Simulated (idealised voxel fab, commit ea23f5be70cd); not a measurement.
process module | voxel local oxidation
cross-section cut | 205 nm wide | cells 5 nm
A cross-section is a grid of square cells, given in bands from the top down. A band is one or more rows of cells.
Each band's line starts with the height of the band's top and of its bottom, in nm. Then come its materials from left to right, each with its width in nm. One material with "throughout" fills the band from edge to edge. "air" is empty space.
Height 0 is the level under which the wafer as received is all one material. The lowest band goes on downwards, as in "0 down".
A width such as "30 to 40" changes by the same amount from each row of cells to the next, from the band's top row to its bottom row.
"no change" after a step means that no cell of the cross-section changed.
closed voids: empty space of 8 cells or more with no open way to the top, each as width x height at its distance from the left edge, in nm
after a step's settings: what the simulator itself notes on the step
overlay nm, on a step with a mask: how far to the right of its planned place the mask lay; to the left if negative
plan
1 op RECEIVE | material Si
2 op OXIDIZE | depth nm 5
3 op CONFORMAL_DEP | material SiN | thk nm 15
4 op DIRECTIONAL_DEP | material aC | thk nm 10
5 op PATTERN | tone cover | mask id ACTIVE | material resist | width nm 130 | thk nm 30 | overlay nm 0
6 op DIRECTIONAL_ETCH | etch materials aC | depth nm 10
7 op STRIP | etch materials resist
8 op DIRECTIONAL_ETCH | etch materials SiN | depth nm 15
9 op STRIP | etch materials aC
10 op SELECTIVE_ETCH | etch materials SiO2 | depth nm 5
11 op OXIDIZE | depth nm 10
12 op STRIP | etch materials SiN
as received, after step 1
  0 down: Si throughout
  closed voids: none
first wafer at the end, as planned
  0 to -5: air 40 | SiO2 120 | air 45
  -5 to -15: SiO2 50 | Si 100 | SiO2 55
  -15 down: Si throughout
  closed voids: none
second wafer at the end: like start, like plan, one mistake
  0 to -5: SiO2 30 | air 140 | SiO2 35
  -5 to -15: Si 20 | SiO2 160 | Si 25
  -15 down: Si throughout
  closed voids: none
what went wrong: step 5 ran as: op PATTERN | tone open | mask id ACTIVE | material resist | width nm 130 | thk nm 30 | overlay nm 0
at the end the second wafer has, in cells: 22 fewer of Si | 11 more of SiO2
